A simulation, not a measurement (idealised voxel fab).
Process module, titled voxel self aligned contacts
Cross-section cut spans 270 nm and uses square cells 5 nm in size.
Think of the cross-section as a grid of square cells. We describe it in bands, top to bottom, and each band covers one or more rows of those cells. Top, bottom (nm), then materials left to right with widths (nm); lone material tagged "all across" fills the whole band edge to edge; "empty" = empty space. We count height from 0. Below that, the starting wafer is all one material. The lowest band never ends at the bottom but goes on down; see "0..down" for how that is written. The notation "30..40" denotes a width that varies across the rows of cells in the band, beginning at the first number in the top row, finishing at the second number in the bottom row, and changing by an identical amount from each row to the next. "remained the same" -> step changed no cross-section cell. Entry "Trapped void list". Content: empty spaces with no open connection to the top, size 8 cells or greater. Each: width x height at distance. Distance: from left edge. Unit: nm. It should be noted that, on the line of a given step, the content following the step's settings is a remark produced by the simulator itself with respect to that step. The optional step-line setting "overlay nm" applies to steps with a mask and quantifies how far to the right of its planned location the mask lay, a negative value indicating leftward placement.
**Steps planned for the process**
1: op RECEIVE | material Si
2: op CONFORMAL_DEP | material SiO2 | thk nm 5
3: op DIRECTIONAL_DEP | material polySi | thk nm 20
4: op DIRECTIONAL_DEP | material SiN | thk nm 20
5: op DIRECTIONAL_DEP | material aC | thk nm 15
6: op PATTERN | tone cover | mask id GATE | material resist | width nm 25 | pitch nm 65 | thk nm 30 | overlay nm 0
7: op DIRECTIONAL_ETCH | etch materials aC | depth nm 15
8: op STRIP | etch materials resist
9: op DIRECTIONAL_ETCH | etch materials SiN | depth nm 20
10: op DIRECTIONAL_ETCH | etch materials polySi | depth nm 20
11: op STRIP | etch materials aC
12: op CONFORMAL_DEP | material SiN | thk nm 10
13: op DIRECTIONAL_ETCH | etch materials SiN | depth nm 10
14: op FILL_DEP | material SiO2 | thk nm 15
15: op CMP | height nm 55
16: op MASKED_ETCH | tone open | mask id CONTACT | width nm 50 | pitch nm 65 | etch materials SiO2 | depth nm 55 | overlay nm 0
17: op CONFORMAL_DEP | material TiN | thk nm 5
18: op FILL_DEP | material W | thk nm 5
19: op CMP | height nm 55
20: op CONFORMAL_DEP | material SiCN | thk nm 5
**Wafer at receipt (post step 1), cross-section**
- 0..down | Si all across
- Trapped void list: none
**Module complete - cross-section of the first of two wafers, run according to plan**
- 60..55 | SiCN all across
- 55..45 | 75 nm SiO2, 5..20 nm TiN, 40..10 nm W, 5..20 nm TiN, 15 nm SiO2, 5..20 nm TiN, 40..10 nm W, 5..20 nm TiN, 80 nm SiO2
- 45..25 | 45 nm SiO2, 45 nm SiN, 5 nm TiN, 10 nm W, 5 nm TiN, 45 nm SiN, 5 nm TiN, 10 nm W, 5 nm TiN, 45 nm SiN, 50 nm SiO2
- 25..5 | 45 nm SiO2, 10 nm SiN, 25 nm polySi, 10 nm SiN, 5 nm TiN, 10 nm W, 5 nm TiN, 10 nm SiN, 25 nm polySi, 10 nm SiN, 5 nm TiN, 10 nm W, 5 nm TiN, 10 nm SiN, 25 nm polySi, 10 nm SiN, 50 nm SiO2
- 5..0 | 90 nm SiO2, 20 nm TiN, 45 nm SiO2, 20 nm TiN, 95 nm SiO2
- 0..down | Si all across
- Trapped void list: none
**Here's the second of our two wafers sectioned at module end. Same start as the first, same plan, but one mistake got made running it**
- 60..55 | SiCN all across
- 55..45 | 75 nm SiO2, 5 nm TiN, 40 nm W, 5 nm TiN, 15 nm SiO2, 5 nm TiN, 40 nm W, 5 nm TiN, 80 nm SiO2
- 45..40 | 75 nm SiO2, 20 nm TiN, 10 nm W, 20 nm TiN, 15 nm SiO2, 20 nm TiN, 10 nm W, 20 nm TiN, 80 nm SiO2
- 40..20 | 45 nm SiO2, 45 nm SiN, 5 nm TiN, 10 nm W, 5 nm TiN, 45 nm SiN, 5 nm TiN, 10 nm W, 5 nm TiN, 45 nm SiN, 50 nm SiO2
- 20..5 | 45 nm SiO2, 10 nm SiN, 25 nm polySi, 10 nm SiN, 5 nm TiN, 10 nm W, 5 nm TiN, 10 nm SiN, 25 nm polySi, 10 nm SiN, 5 nm TiN, 10 nm W, 5 nm TiN, 10 nm SiN, 25 nm polySi, 10 nm SiN, 50 nm SiO2
- 5..0 | 45 nm SiO2, 10 nm SiN, 25 nm polySi, 10 nm SiN, 20 nm TiN, 10 nm SiN, 25 nm polySi, 10 nm SiN, 20 nm TiN, 10 nm SiN, 25 nm polySi, 10 nm SiN, 50 nm SiO2
- 0..down | Si all across
- Trapped void list: none
what went wrong: yeah, step 2 of the plan got skipped, never ran
Counted in cells at the end, the second wafer holds more or fewer of these materials than the first: 12 fewer of SiO2 | 12 more of W
